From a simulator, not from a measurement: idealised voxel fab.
voxel quadruple lines: a process module
Cross-sectional view cut (width: 250 nm; square cell size: 5 nm).
In what follows, cross-sections appear as grids of square cells, described through bands that run from the top down, where every band is one or more rows of cells.
Band: top height; bottom height; in nm. Then, left to right: material with width in nm, for each material. "everywhere": a single material spanning edge to edge. "empty": empty space.
Where do heights start? At 0: under that level the wafer as delivered is made of one material only. And the lowest band has no floor; it just carries on downward, as in "0 and below".
It should be noted that a width expressed as "30..40" varies in equal increments from row to row of cells within the band, taking the value of the first number at the top row and that of the second number at the bottom row.
Where a step carries "everything unchanged", the cross-section came out of it unchanged, cell for cell.
The label "Enclosed void listing" introduces a list of the empty spaces, 8 cells or larger, that have no open way up to the top; each entry in it reads width x height at distance, where the distance is taken from the left edge and all three are stated in nm.
Text after the settings on a step's line: the simulator's own remark on that step.
"overlay nm" denotes, for a step that has a mask, the displacement of the mask to the right of its planned place, with negative values corresponding to the left.
[Intended process steps]
1,RECEIVE, material Si
2,CONFORMAL_DEP, material SiO2, thk nm 5
3,DIRECTIONAL_DEP, material W, thk nm 10
4,DIRECTIONAL_DEP, material polySi, thk nm 20
5,DIRECTIONAL_DEP, material aC, thk nm 25
6,PATTERN, tone cover, mask id MANDREL, material resist, width nm 30, pitch nm 80, thk nm 30, overlay nm 0
7,DIRECTIONAL_ETCH, etch materials aC, depth nm 25
8,STRIP, etch materials resist
9,CONFORMAL_DEP, material SiO2, thk nm 10
10,DIRECTIONAL_ETCH, etch materials SiO2, depth nm 10
11,STRIP, etch materials aC
12,DIRECTIONAL_ETCH, etch materials polySi, depth nm 20
13,STRIP, etch materials SiO2
14,CONFORMAL_DEP, material SiCN, thk nm 10
15,DIRECTIONAL_ETCH, etch materials SiCN, depth nm 10
16,STRIP, etch materials polySi
17,DIRECTIONAL_ETCH, etch materials W, depth nm 10
18,STRIP, etch materials SiCN
19,FILL_DEP, material lowk, thk nm 5
20,CMP, height nm 15
[Cross-section, incoming material, after step 1]
- 0 and below | Si everywhere
- Enclosed void listing: none
[End-of-module XS, first of two wafers, run as planned]
- 15 down to 5 | 50 of lowk, 10 of W, 10 of lowk, 10 of W, 10 of lowk, 10 of W, 10 of lowk, 10 of W, 10 of lowk, 10 of W, 10 of lowk, 10 of W, 10 of lowk, 10 of W, 10 of lowk, 10 of W, 50 of lowk
- 5 down to 0 | SiO2 everywhere
- 0 and below | Si everywhere
- Enclosed void listing: none
[second wafer at the end: like start, like plan, one mistake]
- 15 down to 5 | 55 of lowk, 10 of W, 10 of lowk, 20 of W, 10 of lowk, 10 of W, 20 of lowk, 10 of W, 10 of lowk, 20 of W, 10 of lowk, 10 of W, 55 of lowk
- 5 down to 0 | SiO2 everywhere
- 0 and below | Si everywhere
- Enclosed void listing: none
Short version of what went wrong: contrary to plan, step 6 was performed as PATTERN, tone cover, mask id MANDREL, material resist, width nm 20, pitch nm 80, thk nm 30, overlay nm 0
Tallied in cells, the final second wafer holds each material in the same quantity as the first, although not at the same places.
